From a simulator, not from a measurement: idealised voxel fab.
Process module in this document: voxel ribs on slabs
Section shown: cut. Width: 270 nm. Cell size: 5 nm, square.
When this document writes out a cross-section, it uses a grid of square cells and lists it as bands, beginning at the top and moving down, with a band standing for one or more rows of cells.
Quick guide to a band line: top height, bottom height (nm) up front; then every material left to right with its width in nm. Only one material and it's marked "throughout"? Then it fills the band edge to edge. And "blank" just means empty space.
Where do heights start? At 0: under that level the wafer as delivered is made of one material only. And the lowest band has no floor; it just carries on downward, as in "0 nm and below".
The two numbers in a width such as "30->40" mark its ends across the band: the first belongs to the top row of cells, the second to the bottom row, and from each row to the next the width moves by the same amount.
"no modifications" -> step changed no cross-section cell.
Closed empty spaces (no open way to the top) of 8 cells or more are what "Trapped cavities" lists, each as width x height at distance from the left edge, nm for all three.
Heads up: the bit after the settings on a step's line is the simulator's remark on that step.
"overlay nm", when on a step's line for a step with a mask, measures how far to the right of its planned place the mask lay; a negative measure means to the left.
**Set out below are the planned steps of the process**
1: RECEIVE [material Si]
2: DIRECTIONAL_DEP [material SiO2] [thk nm 25]
3: DIRECTIONAL_DEP [material polySi] [thk nm 15]
4: DIRECTIONAL_DEP [material aC] [thk nm 15]
5: PATTERN [tone cover] [mask id RIB] [material resist] [width nm 20] [thk nm 30] [overlay nm 0]
6: DIRECTIONAL_ETCH [etch materials aC] [depth nm 15]
7: STRIP [etch materials resist]
8: DIRECTIONAL_ETCH [etch materials polySi] [depth nm 10]
9: STRIP [etch materials aC]
10: MASKED_ETCH [tone cover] [mask id SLAB] [width nm 50] [etch materials polySi] [depth nm 5] [overlay nm 0]
11: FILL_DEP [material SiO2] [thk nm 25]
12: CMP [height nm 55]
13: DIRECTIONAL_DEP [material W] [thk nm 5]
14: DIRECTIONAL_DEP [material aC] [thk nm 10]
15: PATTERN [tone cover] [mask id HEATER] [material resist] [width nm 30] [thk nm 25] [overlay nm 0]
16: DIRECTIONAL_ETCH [etch materials aC] [depth nm 10]
17: STRIP [etch materials resist]
18: DIRECTIONAL_ETCH [etch materials W] [depth nm 5]
19: STRIP [etch materials aC]
20: CONFORMAL_DEP [material SiN] [thk nm 10]
**First of the two wafers, run per plan**
**Received-state cross-section, reflecting completion of step 1**
* 0 nm and below  Si throughout
* Trapped cavities: none
**You're looking at a cross-section of the wafer after step 2**
* 25 nm to 0 nm  SiO2 throughout
* For the remainder of the cross-section, below 0, there is no change.
**You're looking at a cross-section of the wafer after step 3**
* 40 nm to 25 nm  polySi throughout
* For the remainder of the cross-section, below 25, there is no change.
**You're looking at a cross-section of the wafer after step 4**
* 55 nm to 40 nm  aC throughout
* For the remainder of the cross-section, below 40, there is no change.
**You're looking at a cross-section of the wafer after step 5**
* 85 nm to 55 nm  blank 125  resist 20  blank 125
* For the remainder of the cross-section, below 55, there is no change.
**You're looking at a cross-section of the wafer after step 6**
* 70 nm to 55 nm  blank 125  resist 20  blank 125
* 55 nm to 40 nm  blank 125  aC 20  blank 125
* For the remainder of the cross-section, below 40, there is no change.
**You're looking at a cross-section of the wafer after step 7**
* 55 nm to 40 nm  blank 125  aC 20  blank 125
* For the remainder of the cross-section, below 40, there is no change.
**You're looking at a cross-section of the wafer after step 8**
* 55 nm to 40 nm  blank 125  aC 20  blank 125
* 40 nm to 30 nm  blank 125  polySi 20  blank 125
* For the remainder of the cross-section, below 30, there is no change.
**You're looking at a cross-section of the wafer after step 9**
* 40 nm to 30 nm  blank 125  polySi 20  blank 125
* For the remainder of the cross-section, below 30, there is no change.
**You're looking at a cross-section of the wafer after step 10**
* 40 nm to 30 nm  blank 125  polySi 20  blank 125
* 30 nm to 25 nm  blank 110  polySi 50  blank 110
* For the remainder of the cross-section, below 25, there is no change.
**You're looking at a cross-section of the wafer after step 11**
* 65 nm to 40 nm  SiO2 throughout
* 40 nm to 30 nm  SiO2 125  polySi 20  SiO2 125
* 30 nm to 25 nm  SiO2 110  polySi 50  SiO2 110
* For the remainder of the cross-section, below 25, there is no change.
**You're looking at a cross-section of the wafer after step 12**
* 55 nm to 40 nm  SiO2 throughout
* For the remainder of the cross-section, below 40, there is no change.
**You're looking at a cross-section of the wafer after step 13**
* 60 nm to 55 nm  W throughout
* For the remainder of the cross-section, below 55, there is no change.
**You're looking at a cross-section of the wafer after step 14**
* 70 nm to 60 nm  aC throughout
* For the remainder of the cross-section, below 60, there is no change.
**You're looking at a cross-section of the wafer after step 15**
* 95 nm to 70 nm  blank 120  resist 30  blank 120
* For the remainder of the cross-section, below 70, there is no change.
**You're looking at a cross-section of the wafer after step 16**
* 85 nm to 70 nm  blank 120  resist 30  blank 120
* 70 nm to 60 nm  blank 120  aC 30  blank 120
* For the remainder of the cross-section, below 60, there is no change.
**You're looking at a cross-section of the wafer after step 17**
* 70 nm to 60 nm  blank 120  aC 30  blank 120
* For the remainder of the cross-section, below 60, there is no change.
**You're looking at a cross-section of the wafer after step 18**
* 70 nm to 60 nm  blank 120  aC 30  blank 120
* 60 nm to 55 nm  blank 120  W 30  blank 120
* For the remainder of the cross-section, below 55, there is no change.
**You're looking at a cross-section of the wafer after step 19**
* 60 nm to 55 nm  blank 120  W 30  blank 120
* For the remainder of the cross-section, below 55, there is no change.
**You're looking at a cross-section of the wafer after step 20**
* 70 nm to 65 nm  blank 110  SiN 50  blank 110
* 65 nm to 60 nm  SiN throughout
* 60 nm to 55 nm  SiN 120  W 30  SiN 120
* For the remainder of the cross-section, below 55, there is no change.
**Here the second wafer is described. Its start and its plan were those of the first wafer. Its run contained one mistake. Up to and including step 14, it did exactly what the first wafer did**
**Look at the second wafer in cross-section at the time step 15 ought to have finished**
* 95 nm to 70 nm  resist 120  blank 30  resist 120
* For the remainder of the cross-section, below 70, there is no change.
**Look at the second wafer in cross-section at the time step 16 ought to have finished**
* 85 nm to 70 nm  resist 120  blank 30  resist 120
* 70 nm to 60 nm  aC 120  blank 30  aC 120
* For the remainder of the cross-section, below 60, there is no change.
**Look at the second wafer in cross-section at the time step 17 ought to have finished**
* 70 nm to 60 nm  aC 120  blank 30  aC 120
* For the remainder of the cross-section, below 60, there is no change.
**Look at the second wafer in cross-section at the time step 18 ought to have finished**
* 70 nm to 60 nm  aC 120  blank 30  aC 120
* 60 nm to 55 nm  W 120  blank 30  W 120
* For the remainder of the cross-section, below 55, there is no change.
**Look at the second wafer in cross-section at the time step 19 ought to have finished**
* 60 nm to 55 nm  W 120  blank 30  W 120
* For the remainder of the cross-section, below 55, there is no change.
**Look at the second wafer in cross-section at the time step 20 ought to have finished**
* 70 nm to 65 nm  SiN 130  blank 10  SiN 130
* 65 nm to 60 nm  SiN throughout
* 60 nm to 55 nm  W 120  SiN 30  W 120
* For the remainder of the cross-section, below 55, there is no change.
In executing the process, a mistake was made relative to the plan: in deviation from the planned setting, step 15 was conducted as PATTERN [tone open] [mask id HEATER] [material resist] [width nm 30] [thk nm 25] [overlay nm 0]
It is noted that, at the conclusion of processing, the second wafer exhibits a higher or lower cell count for certain materials relative to the first: W +42
